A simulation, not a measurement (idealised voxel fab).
The process module presented herein is designated voxel released beams.
The width of the displayed cross-section, cut, is 245 nm; its cells are square, with a size of 5 nm.
In this document a cross-section is written as a grid of square cells. It is given as a series of bands, listed from the top down, and a band is one or more rows of cells. First you get the band's top height and its bottom height, in nm, and then the materials it's made of, left to right, with each width in nm. If you see a single material with "full width", that one covers the band edge to edge. "air" is empty space. Height is counted from the level 0, under which the received wafer is composed throughout of one material. The lowest of the bands is not closed at the bottom but continues downward, in the notation "from 0 down". A width given as "30..40" starts at the first number in the band's top row and ends at the second number in its bottom row, shifting by an equal amount at every step from row to row. No cell of the cross-section changed in a step that is given as "remains unaltered". In "Enclosed empty spaces" the enclosed voids are listed, meaning empty spaces of 8 cells or larger without any opening to the top. The form is width x height at distance, distance from the left edge, units nm. Anything after a step's settings on that line? It's the simulator's own note about the step. Regarding "overlay nm": on a step with a mask, it is the distance the mask lay to the right of its planned place; a negative value places it to the left.
## Steps in the process plan
1) RECEIVE,material Si
2) CONFORMAL_DEP,material Al2O3,thk nm 5
3) DIRECTIONAL_DEP,material SiO2,thk nm 15
4) MASKED_ETCH,tone open,mask id ANCHOR,width nm 25,etch materials SiO2,depth nm 15,overlay nm 0
5) CONFORMAL_DEP,material polySi,thk nm 10
6) MASKED_ETCH,tone cover,mask id BEAM,width nm 70,etch materials polySi,depth nm 10,overlay nm 0
7) STRIP,etch materials SiO2
## First wafer of two (run as planned)
## The cross-section here shows the wafer as received, i.e. in its state after step 1
    from 0 down  Si full width
    Enclosed empty spaces: none
## The following cross-section depicts the wafer upon completion of step 2
    from 5 to 0  Al2O3 full width
    Note: structure below 0 unchanged.
## The following cross-section depicts the wafer upon completion of step 3
    from 20 to 5  SiO2 full width
    Note: structure below 5 unchanged.
## The following cross-section depicts the wafer upon completion of step 4
    from 20 to 5  SiO2=90, air=25, SiO2=130
    Note: structure below 5 unchanged.
## The following cross-section depicts the wafer upon completion of step 5
    from 30 to 20  polySi=100, air=5, polySi=140
    from 20 to 15  SiO2=90, polySi=10, air=5, polySi=10, SiO2=130
    from 15 to 5  SiO2=90, polySi=25, SiO2=130
    Note: structure below 5 unchanged.
## The following cross-section depicts the wafer upon completion of step 6
    from 30 to 20  air=85, polySi=15, air=5, polySi=50, air=90
    Note: structure below 20 unchanged.
## The following cross-section depicts the wafer upon completion of step 7
    from 30 to 20  air=85, polySi=15, air=5, polySi=50, air=90
    from 20 to 15  air=90, polySi=10, air=5, polySi=10, air=130
    from 15 to 5  air=90, polySi=25, air=130
    Note: structure below 5 unchanged.
## The Second Wafer: Common Origin and Plan, One Mistake in Execution, Identical to the First Through Step 5
## The second wafer cut through, at the time step 6 was supposed to be finished
    from 30 to 20  air=85, polySi=15, air=5, polySi=55, air=85
    Note: structure below 20 unchanged.
## The second wafer cut through, at the time step 7 was supposed to be finished
    from 30 to 20  air=85, polySi=15, air=5, polySi=55, air=85
    from 20 to 15  air=90, polySi=10, air=5, polySi=10, air=130
    from 15 to 5  air=90, polySi=25, air=130
    Note: structure below 5 unchanged.
Short version of what went wrong: step 6 was processed under conditions differing from the plan, specifically as MASKED_ETCH,tone cover,mask id BEAM,width nm 75,etch materials polySi,depth nm 10,overlay nm 0
Materials where the second wafer ends with more or fewer cells than the first: +2 polySi
